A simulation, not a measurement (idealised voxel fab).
Title: Process Module voxel ribs on slabs
Xsec cut, 145 nm wide, square cell size 5 nm.
In what follows, cross-sections appear as grids of square cells, described through bands that run from the top down, where every band is one or more rows of cells.
Heads up on the band format: heights come first, top then bottom, in nm. After that it's the materials left to right, each with its width in nm. A single material flagged "everywhere" fills the whole band edge to edge, and "air" means there's empty space there.
Heights from 0 (as-received wafer is one material below). Bottom band endless downward, as "from 0 down".
The expression "30->40" gives the width at the extremes of the band, the first number at its top row of cells and the second at its bottom row, with the width changing by equal amounts from each row to the next in between.
Step note "nothing different" = no cross-section cell changed.
For the entry "Sealed internal voids", the listed items are empty spaces with no open way to the top whose size is 8 cells or more; each item follows the pattern width x height at distance, where distance is from the left edge and all three are in nm.
Whatever follows a step's settings on its line is a remark the simulator itself makes about that step.
"overlay nm" denotes, for a step that has a mask, the displacement of the mask to the right of its planned place, with negative values corresponding to the left.

[Here's what the planned process steps look like]
- 1: op RECEIVE | material Si
- 2: op DIRECTIONAL_DEP | material SiO2 | thk nm 25
- 3: op DIRECTIONAL_DEP | material polySi | thk nm 15
- 4: op DIRECTIONAL_DEP | material aC | thk nm 15
- 5: op PATTERN | tone cover | mask id RIB | material resist | width nm 25 | thk nm 35 | overlay nm 0
- 6: op DIRECTIONAL_ETCH | etch materials aC | depth nm 15
- 7: op STRIP | etch materials resist
- 8: op DIRECTIONAL_ETCH | etch materials polySi | depth nm 10
- 9: op STRIP | etch materials aC
- 10: op DIRECTIONAL_DEP | material aC | thk nm 10
- 11: op PATTERN | tone cover | mask id SLAB | material resist | width nm 85 | thk nm 25 | overlay nm 0
- 12: op DIRECTIONAL_ETCH | etch materials aC | depth nm 10
- 13: op STRIP | etch materials resist
- 14: op DIRECTIONAL_ETCH | etch materials polySi | depth nm 5
- 15: op STRIP | etch materials aC
- 16: op FILL_DEP | material SiO2 | thk nm 20
- 17: op CMP | height nm 50
- 18: op DIRECTIONAL_DEP | material W | thk nm 10
- 19: op PATTERN | tone cover | mask id HEATER | material resist | width nm 35 | thk nm 15 | overlay nm 0
- 20: op DIRECTIONAL_ETCH | etch materials W | depth nm 10
- 21: op STRIP | etch materials resist
- 22: op CONFORMAL_DEP | material SiN | thk nm 10

[Received-state cross-section, reflecting completion of step 1]
    from 0 down  Si everywhere
    Sealed internal voids: none

[First of two wafers: cross-section at end of module, run per plan]
    from 70 to 60  45 nm air, then 55 nm SiN, then 45 nm air
    from 60 to 50  55 nm SiN, then 35 nm W, then 55 nm SiN
    from 50 to 40  SiO2 everywhere
    from 40 to 30  60 nm SiO2, then 25 nm polySi, then 60 nm SiO2
    from 30 to 25  30 nm SiO2, then 85 nm polySi, then 30 nm SiO2
    from 25 to 0  SiO2 everywhere
    from 0 down  Si everywhere
    Sealed internal voids: none

[The second wafer, shown in cross-section after the module: started the same way as the first and given the same plan, yet one mistake crept into how it was run]
    from 70 to 60  45 nm air, then 55 nm SiN, then 45 nm air
    from 60 to 50  55 nm SiN, then 35 nm W, then 55 nm SiN
    from 50 to 15  SiO2 everywhere
    from 15 to 0  polySi everywhere
    from 0 down  Si everywhere
    Sealed internal voids: none
So what did we get wrong on this run? steps 2 and 3 of the plan were each performed in the slot designated for the other
Cell-count delta at end, second wafer over first, by material: 60 fewer of SiO2, 60 more of polySi
